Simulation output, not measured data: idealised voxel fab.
process module | voxel wiring stack
Cross-section cut: width 235 nm, square cells of 5 nm.
Reading order for cross-sections: top band down to bottom band. Underlying form: a grid of square cells. Band size: one or more rows of cells. Band: top height; bottom height; in nm. Then, left to right: material with width in nm, for each material. "throughout": a single material spanning edge to edge. "blank": empty space. Heights are measured from 0, the level below which the as-received wafer is all one material; the lowest band has no bottom and continues downward, written as in "0 down". The two numbers in a width such as "30..40" mark its ends across the band: the first belongs to the top row of cells, the second to the bottom row, and from each row to the next the width moves by the same amount. "no change occurred" after a step means that no cell of the cross-section changed. "Completely enclosed voids": empty spaces of 8 cells or more with no open way to the top, each given as width x height at distance, distance from the left edge, all in nm. Past the settings on a step's line: simulator remark, on that step. On any step carrying a mask, the "overlay nm" setting, if present on the step's line, tells how far right of its planned place the mask lay; negative values point to the left. Read each pair as before and after one process step. The after cross-section shows only down to the lowest band that changed. The step between them and its settings are given below the pair. Pairs can come from different runs of this module on the same starting wafer. A pair continues from the pair above only where its "Before-step section" entry says so.
Before-step section:
- 0 down  Si throughout
- Completely enclosed voids: none
Resulting Cross-Section:
- 15 to 0  SiO2 throughout
- Unchanged below 0.
- Completely enclosed voids: none
Applied between the two views above: CONFORMAL_DEP [material SiO2] [thk nm 15]
Before-step section: look at the pair above, its after cross-section is where this step starts.
Resulting Cross-Section:
- 20 to 15  TiN throughout
- Unchanged below 15.
- Completely enclosed voids: none
Applied between the two views above: DIRECTIONAL_DEP [material TiN] [thk nm 5]
Before-step section: look at the pair above, its after cross-section is where this step starts.
Resulting Cross-Section:
- 45 to 20  Ru throughout
- Unchanged below 20.
- Completely enclosed voids: none
Applied between the two views above: DIRECTIONAL_DEP [material Ru] [thk nm 25]
Before-step section: look at the pair above, its after cross-section is where this step starts.
Resulting Cross-Section:
- 45 to 20  blank: 40 | Ru: 20 | blank: 25 | Ru: 20 | blank: 25 | Ru: 20 | blank: 25 | Ru: 20 | blank: 40
- Unchanged below 20.
- Completely enclosed voids: none
Applied between the two views above: MASKED_ETCH [tone cover] [mask id METAL_1] [width nm 20] [pitch nm 45] [etch materials Ru] [depth nm 25] [overlay nm 0]
Before-step section: look at the pair above, its after cross-section is where this step starts.
Resulting Cross-Section:
- 45 to 20  blank: 40 | Ru: 20 | blank: 25 | Ru: 20 | blank: 25 | Ru: 20 | blank: 25 | Ru: 20 | blank: 40
- 20 to 15  blank: 40 | TiN: 20 | blank: 25 | TiN: 20 | blank: 25 | TiN: 20 | blank: 25 | TiN: 20 | blank: 40
- Unchanged below 15.
- Completely enclosed voids: none
Applied between the two views above: MASKED_ETCH [tone cover] [mask id METAL_1] [width nm 20] [pitch nm 45] [etch materials TiN] [depth nm 5] [overlay nm 0]
Before-step section: look at the pair above, its after cross-section is where this step starts.
Resulting Cross-Section:
- 55 to 45  SiO2 throughout
- 45 to 20  SiO2: 40 | Ru: 20 | SiO2: 25 | Ru: 20 | SiO2: 25 | Ru: 20 | SiO2: 25 | Ru: 20 | SiO2: 40
- 20 to 15  SiO2: 40 | TiN: 20 | SiO2: 25 | TiN: 20 | SiO2: 25 | TiN: 20 | SiO2: 25 | TiN: 20 | SiO2: 40
- Unchanged below 15.
- Completely enclosed voids: none
Applied between the two views above: FILL_DEP [material SiO2] [thk nm 10]
Before-step section: look at the pair above, its after cross-section is where this step starts.
Resulting Cross-Section:
- 45 to 20  SiO2: 40 | Ru: 20 | SiO2: 25 | Ru: 20 | SiO2: 25 | Ru: 20 | SiO2: 25 | Ru: 20 | SiO2: 40
- Unchanged below 20.
- Completely enclosed voids: none
Applied between the two views above: CMP [height nm 45]
Before-step section: look at the pair above, its after cross-section is where this step starts.
Resulting Cross-Section:
- 50 to 45  SiCN throughout
- Unchanged below 45.
- Completely enclosed voids: none
Applied between the two views above: CONFORMAL_DEP [material SiCN] [thk nm 5]
Before-step section: look at the pair above, its after cross-section is where this step starts.
Resulting Cross-Section:
- 60 to 50  lowk throughout
- Unchanged below 50.
- Completely enclosed voids: none
Applied between the two views above: DIRECTIONAL_DEP [material lowk] [thk nm 10]
Before-step section: look at the pair above, its after cross-section is where this step starts.
Resulting Cross-Section:
- 75 to 60  aC throughout
- Unchanged below 60.
- Completely enclosed voids: none
Applied between the two views above: DIRECTIONAL_DEP [material aC] [thk nm 15]
Before-step section: look at the pair above, its after cross-section is where this step starts.
Resulting Cross-Section:
- 110 to 75  resist: 40 | blank: 15 | resist: 75 | blank: 15 | resist: 90
- Unchanged below 75.
- Completely enclosed voids: none
Applied between the two views above: PATTERN [tone open] [mask id PLUG_1] [material resist] [width nm 15] [pitch nm 90] [thk nm 35] [overlay nm 0]
Before-step section: look at the pair above, its after cross-section is where this step starts.
Resulting Cross-Section:
- 95 to 75  resist: 40 | blank: 15 | resist: 75 | blank: 15 | resist: 90
- 75 to 60  aC: 40 | blank: 15 | aC: 75 | blank: 15 | aC: 90
- Unchanged below 60.
- Completely enclosed voids: none
Applied between the two views above: DIRECTIONAL_ETCH [etch materials aC] [depth nm 15]
Before-step section: look at the pair above, its after cross-section is where this step starts.
Resulting Cross-Section:
- 75 to 60  aC: 40 | blank: 15 | aC: 75 | blank: 15 | aC: 90
- Unchanged below 60.
- Completely enclosed voids: none
Applied between the two views above: STRIP [etch materials resist]
Before-step section: look at the pair above, its after cross-section is where this step starts.
Resulting Cross-Section:
- 75 to 60  aC: 40 | blank: 15 | aC: 75 | blank: 15 | aC: 90
- 60 to 50  lowk: 40 | blank: 15 | lowk: 75 | blank: 15 | lowk: 90
- Unchanged below 50.
- Completely enclosed voids: none
Applied between the two views above: DIRECTIONAL_ETCH [etch materials lowk] [depth nm 10]
Before-step section: look at the pair above, its after cross-section is where this step starts.
Resulting Cross-Section:
- 75 to 60  aC: 40 | blank: 15 | aC: 75 | blank: 15 | aC: 90
- 60 to 50  lowk: 40 | blank: 15 | lowk: 75 | blank: 15 | lowk: 90
- 50 to 45  SiCN: 40 | blank: 15 | SiCN: 75 | blank: 15 | SiCN: 90
- Unchanged below 45.
- Completely enclosed voids: none
Applied between the two views above: DIRECTIONAL_ETCH [etch materials SiCN] [depth nm 5]
Before-step section: look at the pair above, its after cross-section is where this step starts.
Resulting Cross-Section:
- 60 to 50  lowk: 40 | blank: 15 | lowk: 75 | blank: 15 | lowk: 90
- Unchanged below 50.
- Completely enclosed voids: none
Applied between the two views above: STRIP [etch materials aC]
Before-step section: look at the pair above, its after cross-section is where this step starts.
Resulting Cross-Section:
- 65 to 60  TiN: 45 | blank: 5 | TiN: 85 | blank: 5 | TiN: 95
- 60 to 50  lowk: 40 | TiN: 5 | blank: 5 | TiN: 5 | lowk: 75 | TiN: 5 | blank: 5 | TiN: 5 | lowk: 90
- 50 to 45  SiCN: 40 | TiN: 15 | SiCN: 75 | TiN: 15 | SiCN: 90
- Unchanged below 45.
- Completely enclosed voids: none
Applied between the two views above: CONFORMAL_DEP [material TiN] [thk nm 5]
Before-step section: look at the pair above, its after cross-section is where this step starts.
Resulting Cross-Section:
- 75 to 65  Cu throughout
- 65 to 60  TiN: 45 | Cu: 5 | TiN: 85 | Cu: 5 | TiN: 95
- 60 to 50  lowk: 40 | TiN: 5 | Cu: 5 | TiN: 5 | lowk: 75 | TiN: 5 | Cu: 5 | TiN: 5 | lowk: 90
- Unchanged below 50.
- Completely enclosed voids: none
Applied between the two views above: FILL_DEP [material Cu] [thk nm 10]
Before-step section: look at the pair above, its after cross-section is where this step starts.
Resulting Cross-Section:
- 60 to 50  lowk: 40 | TiN: 5 | Cu: 5 | TiN: 5 | lowk: 75 | TiN: 5 | Cu: 5 | TiN: 5 | lowk: 90
- Unchanged below 50.
- Completely enclosed voids: none
Applied between the two views above: CMP [height nm 60]
Before-step section: look at the pair above, its after cross-section is where this step starts.
Resulting Cross-Section:
- 65 to 60  TiN throughout
- Unchanged below 60.
- Completely enclosed voids: none
Applied between the two views above: DIRECTIONAL_DEP [material TiN] [thk nm 5]
Before-step section: look at the pair above, its after cross-section is where this step starts.
Resulting Cross-Section:
- 80 to 65  W throughout
- Unchanged below 65.
- Completely enclosed voids: none
Applied between the two views above: DIRECTIONAL_DEP [material W] [thk nm 15]
Before-step section: look at the pair above, its after cross-section is where this step starts.
Resulting Cross-Section:
- 80 to 65  blank: 40 | W: 20 | blank: 25 | W: 20 | blank: 25 | W: 20 | blank: 25 | W: 20 | blank: 40
- Unchanged below 65.
- Completely enclosed voids: none
Applied between the two views above: MASKED_ETCH [tone cover] [mask id METAL_2] [width nm 20] [pitch nm 45] [etch materials W] [depth nm 15] [overlay nm 0]
Before-step section: look at the pair above, its after cross-section is where this step starts.
Resulting Cross-Section:
- 80 to 65  blank: 40 | W: 20 | blank: 25 | W: 20 | blank: 25 | W: 20 | blank: 25 | W: 20 | blank: 40
- 65 to 60  blank: 40 | TiN: 20 | blank: 25 | TiN: 20 | blank: 25 | TiN: 20 | blank: 25 | TiN: 20 | blank: 40
- Unchanged below 60.
- Completely enclosed voids: none
Applied between the two views above: MASKED_ETCH [tone cover] [mask id METAL_2] [width nm 20] [pitch nm 45] [etch materials TiN] [depth nm 5] [overlay nm 0]
Before-step section: look at the pair above, its after cross-section is where this step starts.
Resulting Cross-Section:
- 85 to 80  blank: 35 | SiCN: 30 | blank: 15 | SiCN: 30 | blank: 15 | SiCN: 30 | blank: 15 | SiCN: 30 | blank: 35
- 80 to 65  blank: 35 | SiCN: 5 | W: 20 | SiCN: 5 | blank: 15 | SiCN: 5 | W: 20 | SiCN: 5 | blank: 15 | SiCN: 5 | W: 20 | SiCN: 5 | blank: 15 | SiCN: 5 | W: 20 | SiCN: 5 | blank: 35
- 65 to 60  SiCN: 40 | TiN: 20 | SiCN: 25 | TiN: 20 | SiCN: 25 | TiN: 20 | SiCN: 25 | TiN: 20 | SiCN: 40
- Unchanged below 60.
- Completely enclosed voids: none
Applied between the two views above: CONFORMAL_DEP [material SiCN] [thk nm 5]
Before-step section: look at the pair above, its after cross-section is where this step starts.
Resulting Cross-Section:
- 95 to 85  lowk throughout
- 85 to 80  lowk: 35 | SiCN: 30 | lowk: 15 | SiCN: 30 | lowk: 15 | SiCN: 30 | lowk: 15 | SiCN: 30 | lowk: 35
- 80 to 65  lowk: 35 | SiCN: 5 | W: 20 | SiCN: 5 | lowk: 15 | SiCN: 5 | W: 20 | SiCN: 5 | lowk: 15 | SiCN: 5 | W: 20 | SiCN: 5 | lowk: 15 | SiCN: 5 | W: 20 | SiCN: 5 | lowk: 35
- Unchanged below 65.
- Completely enclosed voids: none
Applied between the two views above: FILL_DEP [material lowk] [thk nm 10]
Before-step section: look at the pair above, its after cross-section is where this step starts.
Resulting Cross-Section:
- 80 to 65  lowk: 35 | SiCN: 5 | W: 20 | SiCN: 5 | lowk: 15 | SiCN: 5 | W: 20 | SiCN: 5 | lowk: 15 | SiCN: 5 | W: 20 | SiCN: 5 | lowk: 15 | SiCN: 5 | W: 20 | SiCN: 5 | lowk: 35
- Unchanged below 65.
- Completely enclosed voids: none
Applied between the two views above: CMP [height nm 80]
Before-step section: look at the pair above, its after cross-section is where this step starts.
Resulting Cross-Section:
- 85 to 80  SiN throughout
- Unchanged below 80.
- Completely enclosed voids: none
Applied between the two views above: CONFORMAL_DEP [material SiN] [thk nm 5]
Before-step section:
- 95 to 85  lowk throughout
- 85 to 80  lowk: 35 | SiCN: 30 | lowk: 15 | SiCN: 30 | lowk: 15 | SiCN: 30 | lowk: 15 | SiCN: 30 | lowk: 35
- 80 to 65  lowk: 35 | SiCN: 5 | W: 20 | SiCN: 5 | lowk: 15 | SiCN: 5 | W: 20 | SiCN: 5 | lowk: 15 | SiCN: 5 | W: 20 | SiCN: 5 | lowk: 15 | SiCN: 5 | W: 20 | SiCN: 5 | lowk: 35
- 65 to 60  SiCN: 40 | TiN: 20 | SiCN: 25 | TiN: 20 | SiCN: 25 | TiN: 20 | SiCN: 25 | TiN: 20 | SiCN: 40
- 60 to 50  lowk: 40 | TiN: 5 | Cu: 5 | TiN: 5 | lowk: 75 | TiN: 5 | Cu: 5 | TiN: 5 | lowk: 90
- 50 to 45  SiCN: 40 | TiN: 15 | SiCN: 75 | TiN: 15 | SiCN: 90
- 45 to 20  SiO2: 40 | Ru: 20 | SiO2: 25 | Ru: 20 | SiO2: 25 | Ru: 20 | SiO2: 25 | Ru: 20 | SiO2: 40
- 20 to 15  SiO2: 40 | TiN: 20 | SiO2: 25 | TiN: 20 | SiO2: 25 | TiN: 20 | SiO2: 25 | TiN: 20 | SiO2: 40
- 15 to 0  SiO2 throughout
- 0 down  Si throughout
- Completely enclosed voids: none
Resulting Cross-Section:
- 100 to 95  SiN throughout
- Unchanged below 95.
- Completely enclosed voids: none
Applied between the two views above: CONFORMAL_DEP [material SiN] [thk nm 5]
Before-step section:
- 15 to 0  SiO2 throughout
- 0 down  Si throughout
- Completely enclosed voids: none
Resulting Cross-Section:
- 30 to 0  SiO2 throughout
- Unchanged below 0.
- Completely enclosed voids: none
Applied between the two views above: CONFORMAL_DEP [material SiO2] [thk nm 15]
Before-step section: look at the pair above, its after cross-section is where this step starts.
Resulting Cross-Section:
- 35 to 30  TiN throughout
- Unchanged below 30.
- Completely enclosed voids: none
Applied between the two views above: DIRECTIONAL_DEP [material TiN] [thk nm 5]
Before-step section: look at the pair above, its after cross-section is where this step starts.
Resulting Cross-Section:
- 60 to 35  Ru throughout
- Unchanged below 35.
- Completely enclosed voids: none
Applied between the two views above: DIRECTIONAL_DEP [material Ru] [thk nm 25]
Before-step section: look at the pair above, its after cross-section is where this step starts.
Resulting Cross-Section:
- 60 to 35  blank: 40 | Ru: 20 | blank: 25 | Ru: 20 | blank: 25 | Ru: 20 | blank: 25 | Ru: 20 | blank: 40
- Unchanged below 35.
- Completely enclosed voids: none
Applied between the two views above: MASKED_ETCH [tone cover] [mask id METAL_1] [width nm 20] [pitch nm 45] [etch materials Ru] [depth nm 25] [overlay nm 0]
Before-step section: look at the pair above, its after cross-section is where this step starts.
Resulting Cross-Section:
- 60 to 35  blank: 40 | Ru: 20 | blank: 25 | Ru: 20 | blank: 25 | Ru: 20 | blank: 25 | Ru: 20 | blank: 40
- 35 to 30  blank: 40 | TiN: 20 | blank: 25 | TiN: 20 | blank: 25 | TiN: 20 | blank: 25 | TiN: 20 | blank: 40
- Unchanged below 30.
- Completely enclosed voids: none
Applied between the two views above: MASKED_ETCH [tone cover] [mask id METAL_1] [width nm 20] [pitch nm 45] [etch materials TiN] [depth nm 5] [overlay nm 0]
Before-step section: look at the pair above, its after cross-section is where this step starts.
Resulting Cross-Section:
- 70 to 60  SiO2 throughout
- 60 to 35  SiO2: 40 | Ru: 20 | SiO2: 25 | Ru: 20 | SiO2: 25 | Ru: 20 | SiO2: 25 | Ru: 20 | SiO2: 40
- 35 to 30  SiO2: 40 | TiN: 20 | SiO2: 25 | TiN: 20 | SiO2: 25 | TiN: 20 | SiO2: 25 | TiN: 20 | SiO2: 40
- Unchanged below 30.
- Completely enclosed voids: none
Applied between the two views above: FILL_DEP [material SiO2] [thk nm 10]
Before-step section: look at the pair above, its after cross-section is where this step starts.
Resulting Cross-Section:
- 45 to 35  SiO2: 40 | Ru: 20 | SiO2: 25 | Ru: 20 | SiO2: 25 | Ru: 20 | SiO2: 25 | Ru: 20 | SiO2: 40
- Unchanged below 35.
- Completely enclosed voids: none
Applied between the two views above: CMP [height nm 45]
Before-step section: look at the pair above, its after cross-section is where this step starts.
Resulting Cross-Section:
- 50 to 45  SiCN throughout
- Unchanged below 45.
- Completely enclosed voids: none
Applied between the two views above: CONFORMAL_DEP [material SiCN] [thk nm 5]
Before-step section: look at the pair above, its after cross-section is where this step starts.
Resulting Cross-Section:
- 60 to 50  lowk throughout
- Unchanged below 50.
- Completely enclosed voids: none
Applied between the two views above: DIRECTIONAL_DEP [material lowk] [thk nm 10]
Before-step section: look at the pair above, its after cross-section is where this step starts.
Resulting Cross-Section:
- 75 to 60  aC throughout
- Unchanged below 60.
- Completely enclosed voids: none
Applied between the two views above: DIRECTIONAL_DEP [material aC] [thk nm 15]
Before-step section: look at the pair above, its after cross-section is where this step starts.
Resulting Cross-Section:
- 110 to 75  resist: 40 | blank: 15 | resist: 75 | blank: 15 | resist: 90
- Unchanged below 75.
- Completely enclosed voids: none
Applied between the two views above: PATTERN [tone open] [mask id PLUG_1] [material resist] [width nm 15] [pitch nm 90] [thk nm 35] [overlay nm 0]
Before-step section: look at the pair above, its after cross-section is where this step starts.
Resulting Cross-Section:
- 95 to 75  resist: 40 | blank: 15 | resist: 75 | blank: 15 | resist: 90
- 75 to 60  aC: 40 | blank: 15 | aC: 75 | blank: 15 | aC: 90
- Unchanged below 60.
- Completely enclosed voids: none
Applied between the two views above: DIRECTIONAL_ETCH [etch materials aC] [depth nm 15]
Before-step section: look at the pair above, its after cross-section is where this step starts.
Resulting Cross-Section:
- 75 to 60  aC: 40 | blank: 15 | aC: 75 | blank: 15 | aC: 90
- Unchanged below 60.
- Completely enclosed voids: none
Applied between the two views above: STRIP [etch materials resist]
Before-step section: look at the pair above, its after cross-section is where this step starts.
Resulting Cross-Section:
- 75 to 60  aC: 40 | blank: 15 | aC: 75 | blank: 15 | aC: 90
- 60 to 50  lowk: 40 | blank: 15 | lowk: 75 | blank: 15 | lowk: 90
- Unchanged below 50.
- Completely enclosed voids: none
Applied between the two views above: DIRECTIONAL_ETCH [etch materials lowk] [depth nm 10]
Before-step section: look at the pair above, its after cross-section is where this step starts.
Resulting Cross-Section:
- 75 to 60  aC: 40 | blank: 15 | aC: 75 | blank: 15 | aC: 90
- 60 to 50  lowk: 40 | blank: 15 | lowk: 75 | blank: 15 | lowk: 90
- 50 to 45  SiCN: 40 | blank: 15 | SiCN: 75 | blank: 15 | SiCN: 90
- Unchanged below 45.
- Completely enclosed voids: none
Applied between the two views above: DIRECTIONAL_ETCH [etch materials SiCN] [depth nm 5]
Before-step section: look at the pair above, its after cross-section is where this step starts.
Resulting Cross-Section:
- 60 to 50  lowk: 40 | blank: 15 | lowk: 75 | blank: 15 | lowk: 90
- Unchanged below 50.
- Completely enclosed voids: none
Applied between the two views above: STRIP [etch materials aC]
Before-step section: look at the pair above, its after cross-section is where this step starts.
Resulting Cross-Section:
- 65 to 60  TiN: 45 | blank: 5 | TiN: 85 | blank: 5 | TiN: 95
- 60 to 50  lowk: 40 | TiN: 5 | blank: 5 | TiN: 5 | lowk: 75 | TiN: 5 | blank: 5 | TiN: 5 | lowk: 90
- 50 to 45  SiCN: 40 | TiN: 15 | SiCN: 75 | TiN: 15 | SiCN: 90
- Unchanged below 45.
- Completely enclosed voids: none
Applied between the two views above: CONFORMAL_DEP [material TiN] [thk nm 5]
Before-step section: look at the pair above, its after cross-section is where this step starts.
Resulting Cross-Section:
- 75 to 65  Cu throughout
- 65 to 60  TiN: 45 | Cu: 5 | TiN: 85 | Cu: 5 | TiN: 95
- 60 to 50  lowk: 40 | TiN: 5 | Cu: 5 | TiN: 5 | lowk: 75 | TiN: 5 | Cu: 5 | TiN: 5 | lowk: 90
- Unchanged below 50.
- Completely enclosed voids: none
Applied between the two views above: FILL_DEP [material Cu] [thk nm 10]
Before-step section: look at the pair above, its after cross-section is where this step starts.
Resulting Cross-Section:
- 60 to 50  lowk: 40 | TiN: 5 | Cu: 5 | TiN: 5 | lowk: 75 | TiN: 5 | Cu: 5 | TiN: 5 | lowk: 90
- Unchanged below 50.
- Completely enclosed voids: none
Applied between the two views above: CMP [height nm 60]
Before-step section: look at the pair above, its after cross-section is where this step starts.
Resulting Cross-Section:
- 65 to 60  TiN throughout
- Unchanged below 60.
- Completely enclosed voids: none
Applied between the two views above: DIRECTIONAL_DEP [material TiN] [thk nm 5]
Before-step section: look at the pair above, its after cross-section is where this step starts.
Resulting Cross-Section:
- 80 to 65  W throughout
- Unchanged below 65.
- Completely enclosed voids: none
Applied between the two views above: DIRECTIONAL_DEP [material W] [thk nm 15]
Before-step section: look at the pair above, its after cross-section is where this step starts.
Resulting Cross-Section:
- 80 to 65  blank: 40 | W: 20 | blank: 25 | W: 20 | blank: 25 | W: 20 | blank: 25 | W: 20 | blank: 40
- Unchanged below 65.
- Completely enclosed voids: none
Applied between the two views above: MASKED_ETCH [tone cover] [mask id METAL_2] [width nm 20] [pitch nm 45] [etch materials W] [depth nm 15] [overlay nm 0]
Before-step section: look at the pair above, its after cross-section is where this step starts.
Resulting Cross-Section:
- 80 to 65  blank: 40 | W: 20 | blank: 25 | W: 20 | blank: 25 | W: 20 | blank: 25 | W: 20 | blank: 40
- 65 to 60  blank: 40 | TiN: 20 | blank: 25 | TiN: 20 | blank: 25 | TiN: 20 | blank: 25 | TiN: 20 | blank: 40
- Unchanged below 60.
- Completely enclosed voids: none
Applied between the two views above: MASKED_ETCH [tone cover] [mask id METAL_2] [width nm 20] [pitch nm 45] [etch materials TiN] [depth nm 5] [overlay nm 0]
Before-step section: look at the pair above, its after cross-section is where this step starts.
Resulting Cross-Section:
- 85 to 80  blank: 35 | SiCN: 30 | blank: 15 | SiCN: 30 | blank: 15 | SiCN: 30 | blank: 15 | SiCN: 30 | blank: 35
- 80 to 65  blank: 35 | SiCN: 5 | W: 20 | SiCN: 5 | blank: 15 | SiCN: 5 | W: 20 | SiCN: 5 | blank: 15 | SiCN: 5 | W: 20 | SiCN: 5 | blank: 15 | SiCN: 5 | W: 20 | SiCN: 5 | blank: 35
- 65 to 60  SiCN: 40 | TiN: 20 | SiCN: 25 | TiN: 20 | SiCN: 25 | TiN: 20 | SiCN: 25 | TiN: 20 | SiCN: 40
- Unchanged below 60.
- Completely enclosed voids: none
Applied between the two views above: CONFORMAL_DEP [material SiCN] [thk nm 5]
Before-step section: look at the pair above, its after cross-section is where this step starts.
Resulting Cross-Section:
- 95 to 85  lowk throughout
- 85 to 80  lowk: 35 | SiCN: 30 | lowk: 15 | SiCN: 30 | lowk: 15 | SiCN: 30 | lowk: 15 | SiCN: 30 | lowk: 35
- 80 to 65  lowk: 35 | SiCN: 5 | W: 20 | SiCN: 5 | lowk: 15 | SiCN: 5 | W: 20 | SiCN: 5 | lowk: 15 | SiCN: 5 | W: 20 | SiCN: 5 | lowk: 15 | SiCN: 5 | W: 20 | SiCN: 5 | lowk: 35
- Unchanged below 65.
- Completely enclosed voids: none
Applied between the two views above: FILL_DEP [material lowk] [thk nm 10]
Before-step section: look at the pair above, its after cross-section is where this step starts.
Resulting Cross-Section:
- 80 to 65  lowk: 35 | SiCN: 5 | W: 20 | SiCN: 5 | lowk: 15 | SiCN: 5 | W: 20 | SiCN: 5 | lowk: 15 | SiCN: 5 | W: 20 | SiCN: 5 | lowk: 15 | SiCN: 5 | W: 20 | SiCN: 5 | lowk: 35
- Unchanged below 65.
- Completely enclosed voids: none
Applied between the two views above: CMP [height nm 80]
Before-step section: look at the pair above, its after cross-section is where this step starts.
Resulting Cross-Section:
- 85 to 80  SiN throughout
- Unchanged below 80.
- Completely enclosed voids: none
Applied between the two views above: CONFORMAL_DEP [material SiN] [thk nm 5]
Before-step section:
- 45 to 20  SiO2: 40 | Ru: 20 | SiO2: 25 | Ru: 20 | SiO2: 25 | Ru: 20 | SiO2: 25 | Ru: 20 | SiO2: 40
- 20 to 15  SiO2: 40 | TiN: 20 | SiO2: 25 | TiN: 20 | SiO2: 25 | TiN: 20 | SiO2: 25 | TiN: 20 | SiO2: 40
- 15 to 0  SiO2 throughout
- 0 down  Si throughout
- Completely enclosed voids: none
Resulting Cross-Section:
- 55 to 45  lowk throughout
- Unchanged below 45.
- Completely enclosed voids: none
Applied between the two views above: DIRECTIONAL_DEP [material lowk] [thk nm 10]
Before-step section: look at the pair above, its after cross-section is where this step starts.
Resulting Cross-Section:
- 60 to 55  SiCN throughout
- Unchanged below 55.
- Completely enclosed voids: none
Applied between the two views above: CONFORMAL_DEP [material SiCN] [thk nm 5]
Before-step section: look at the pair above, its after cross-section is where this step starts.
Resulting Cross-Section:
- 75 to 60  aC throughout
- Unchanged below 60.
- Completely enclosed voids: none
Applied between the two views above: DIRECTIONAL_DEP [material aC] [thk nm 15]
Before-step section: look at the pair above, its after cross-section is where this step starts.
Resulting Cross-Section:
- 110 to 75  resist: 40 | blank: 15 | resist: 75 | blank: 15 | resist: 90
- Unchanged below 75.
- Completely enclosed voids: none
Applied between the two views above: PATTERN [tone open] [mask id PLUG_1] [material resist] [width nm 15] [pitch nm 90] [thk nm 35] [overlay nm 0]
Before-step section: look at the pair above, its after cross-section is where this step starts.
Resulting Cross-Section:
- 95 to 75  resist: 40 | blank: 15 | resist: 75 | blank: 15 | resist: 90
- 75 to 60  aC: 40 | blank: 15 | aC: 75 | blank: 15 | aC: 90
- Unchanged below 60.
- Completely enclosed voids: none
Applied between the two views above: DIRECTIONAL_ETCH [etch materials aC] [depth nm 15]
Before-step section: look at the pair above, its after cross-section is where this step starts.
Resulting Cross-Section:
- 75 to 60  aC: 40 | blank: 15 | aC: 75 | blank: 15 | aC: 90
- Unchanged below 60.
- Completely enclosed voids: none
Applied between the two views above: STRIP [etch materials resist]
Before-step section: look at the pair above, its after cross-section is where this step starts.
Resulting Cross-Section:
- 75 to 60  aC: 40 | blank: 15 | aC: 75 | blank: 15 | aC: 90
- 60 to 55  SiCN: 40 | blank: 15 | SiCN: 75 | blank: 15 | SiCN: 90
- Unchanged below 55.
- Completely enclosed voids: none
Applied between the two views above: DIRECTIONAL_ETCH [etch materials SiCN] [depth nm 5]
Before-step section: look at the pair above, its after cross-section is where this step starts.
Resulting Cross-Section:
- 60 to 55  SiCN: 40 | blank: 15 | SiCN: 75 | blank: 15 | SiCN: 90
- Unchanged below 55.
- Completely enclosed voids: none
Applied between the two views above: STRIP [etch materials aC]
Before-step section: look at the pair above, its after cross-section is where this step starts.
Resulting Cross-Section:
- 65 to 60  TiN: 45 | blank: 5 | TiN: 85 | blank: 5 | TiN: 95
- 60 to 55  SiCN: 40 | TiN: 15 | SiCN: 75 | TiN: 15 | SiCN: 90
- Unchanged below 55.
- Completely enclosed voids: none
Applied between the two views above: CONFORMAL_DEP [material TiN] [thk nm 5]
Before-step section: look at the pair above, its after cross-section is where this step starts.
Resulting Cross-Section:
- 75 to 65  Cu throughout
- 65 to 60  TiN: 45 | Cu: 5 | TiN: 85 | Cu: 5 | TiN: 95
- Unchanged below 60.
- Completely enclosed voids: none
Applied between the two views above: FILL_DEP [material Cu] [thk nm 10]
Before-step section: look at the pair above, its after cross-section is where this step starts.
Resulting Cross-Section:
- 60 to 55  SiCN: 40 | TiN: 15 | SiCN: 75 | TiN: 15 | SiCN: 90
- Unchanged below 55.
- Completely enclosed voids: none
Applied between the two views above: CMP [height nm 60]
Before-step section: look at the pair above, its after cross-section is where this step starts.
Resulting Cross-Section:
- 65 to 60  TiN throughout
- Unchanged below 60.
- Completely enclosed voids: none
Applied between the two views above: DIRECTIONAL_DEP [material TiN] [thk nm 5]
Before-step section: look at the pair above, its after cross-section is where this step starts.
Resulting Cross-Section:
- 80 to 65  W throughout
- Unchanged below 65.
- Completely enclosed voids: none
Applied between the two views above: DIRECTIONAL_DEP [material W] [thk nm 15]
Before-step section: look at the pair above, its after cross-section is where this step starts.
Resulting Cross-Section:
- 80 to 65  blank: 40 | W: 20 | blank: 25 | W: 20 | blank: 25 | W: 20 | blank: 25 | W: 20 | blank: 40
- Unchanged below 65.
- Completely enclosed voids: none
Applied between the two views above: MASKED_ETCH [tone cover] [mask id METAL_2] [width nm 20] [pitch nm 45] [etch materials W] [depth nm 15] [overlay nm 0]
Before-step section: look at the pair above, its after cross-section is where this step starts.
Resulting Cross-Section:
- 80 to 65  blank: 40 | W: 20 | blank: 25 | W: 20 | blank: 25 | W: 20 | blank: 25 | W: 20 | blank: 40
- 65 to 60  blank: 40 | TiN: 20 | blank: 25 | TiN: 20 | blank: 25 | TiN: 20 | blank: 25 | TiN: 20 | blank: 40
- Unchanged below 60.
- Completely enclosed voids: none
Applied between the two views above: MASKED_ETCH [tone cover] [mask id METAL_2] [width nm 20] [pitch nm 45] [etch materials TiN] [depth nm 5] [overlay nm 0]
Before-step section: look at the pair above, its after cross-section is where this step starts.
Resulting Cross-Section:
- 85 to 80  blank: 35 | SiCN: 30 | blank: 15 | SiCN: 30 | blank: 15 | SiCN: 30 | blank: 15 | SiCN: 30 | blank: 35
- 80 to 65  blank: 35 | SiCN: 5 | W: 20 | SiCN: 5 | blank: 15 | SiCN: 5 | W: 20 | SiCN: 5 | blank: 15 | SiCN: 5 | W: 20 | SiCN: 5 | blank: 15 | SiCN: 5 | W: 20 | SiCN: 5 | blank: 35
- 65 to 60  SiCN: 40 | TiN: 20 | SiCN: 25 | TiN: 20 | SiCN: 25 | TiN: 20 | SiCN: 25 | TiN: 20 | SiCN: 40
- Unchanged below 60.
- Completely enclosed voids: none
Applied between the two views above: CONFORMAL_DEP [material SiCN] [thk nm 5]
Before-step section: look at the pair above, its after cross-section is where this step starts.
Resulting Cross-Section:
- 95 to 85  lowk throughout
- 85 to 80  lowk: 35 | SiCN: 30 | lowk: 15 | SiCN: 30 | lowk: 15 | SiCN: 30 | lowk: 15 | SiCN: 30 | lowk: 35
- 80 to 65  lowk: 35 | SiCN: 5 | W: 20 | SiCN: 5 | lowk: 15 | SiCN: 5 | W: 20 | SiCN: 5 | lowk: 15 | SiCN: 5 | W: 20 | SiCN: 5 | lowk: 15 | SiCN: 5 | W: 20 | SiCN: 5 | lowk: 35
- Unchanged below 65.
- Completely enclosed voids: none
Applied between the two views above: FILL_DEP [material lowk] [thk nm 10]
Before-step section: look at the pair above, its after cross-section is where this step starts.
Resulting Cross-Section:
- 80 to 65  lowk: 35 | SiCN: 5 | W: 20 | SiCN: 5 | lowk: 15 | SiCN: 5 | W: 20 | SiCN: 5 | lowk: 15 | SiCN: 5 | W: 20 | SiCN: 5 | lowk: 15 | SiCN: 5 | W: 20 | SiCN: 5 | lowk: 35
- Unchanged below 65.
- Completely enclosed voids: none
Applied between the two views above: CMP [height nm 80]
Before-step section: look at the pair above, its after cross-section is where this step starts.
Resulting Cross-Section:
- 85 to 80  SiN throughout
- Unchanged below 80.
- Completely enclosed voids: none
Applied between the two views above: CONFORMAL_DEP [material SiN] [thk nm 5]
